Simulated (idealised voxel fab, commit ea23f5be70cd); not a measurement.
Presented below is a process module, voxel quadruple lines.
Section shown: cut. Width: 175 nm. Cell size: 5 nm, square.
Think of the cross-section as a grid of square cells. We describe it in bands, top to bottom, and each band covers one or more rows of those cells.
What a band's entry tells you: where the top is and where the bottom is, as heights in nm, and after that what lies inside, material by material from left to right, each with its width in nm. Empty space is written as the word "blank", and a single material marked with the word "full width" occupies the band from edge to edge.
Ref level 0: as-received wafer is one material below here. Bottom band extends down with no lower bound ("0 down").
The width entry "30->40" should be interpreted row by row: the top row of cells in the band takes the first number, the bottom row takes the second number, and the change between adjacent rows is uniform throughout.
"nothing changed" means the step left every cell of the cross-section as it was.
This entry, "Closed void catalog", enumerates those empty regions of no fewer than 8 cells that possess no open connection to the top. Each region is reported in the form width x height at distance, the distance being taken from the left edge, with all three quantities expressed in nm.
That trailing text on a step's line, after the settings, is the simulator's own remark on the step.
The "overlay nm" setting may appear on a step's line; for a step that uses a mask, it gives how far to the right of its planned position the mask lay, and a negative value indicates the left.

Process steps (planned)
1. RECEIVE,material Si
2. CONFORMAL_DEP,material SiO2,thk nm 10
3. DIRECTIONAL_DEP,material TiN,thk nm 15
4. DIRECTIONAL_DEP,material polySi,thk nm 20
5. DIRECTIONAL_DEP,material aC,thk nm 25
6. PATTERN,tone cover,mask id MANDREL,material resist,width nm 25,pitch nm 80,thk nm 30,overlay nm 0
7. DIRECTIONAL_ETCH,etch materials aC,depth nm 25
8. STRIP,etch materials resist
9. CONFORMAL_DEP,material SiO2,thk nm 15
10. DIRECTIONAL_ETCH,etch materials SiO2,depth nm 15
11. STRIP,etch materials aC
12. DIRECTIONAL_ETCH,etch materials polySi,depth nm 20
13. STRIP,etch materials SiO2
14. CONFORMAL_DEP,material SiN,thk nm 5
15. DIRECTIONAL_ETCH,etch materials SiN,depth nm 5
16. STRIP,etch materials polySi
17. DIRECTIONAL_ETCH,etch materials TiN,depth nm 15
18. STRIP,etch materials SiN
19. FILL_DEP,material lowk,thk nm 10
20. CMP,height nm 25

Cross-section of the wafer upon arrival, representing the state reached after step 1
> 0 down  Si full width
> Closed void catalog: none

End-of-module cross-section. Starting structure and process plan as above; one mistake made in running it
> 25 to 10  lowk (15) / TiN (5) / lowk (15) / TiN (5) / lowk (15) / TiN (5) / lowk (15) / TiN (5) / lowk (15) / TiN (5) / lowk (15) / TiN (5) / lowk (15) / TiN (5) / lowk (15) / TiN (5) / lowk (15)
> 10 to 0  TiN full width
> 0 down  Si full width
> Closed void catalog: none
What was done differently from what was planned? not per plan at step 2, really ran CONFORMAL_DEP,material TiN,thk nm 10
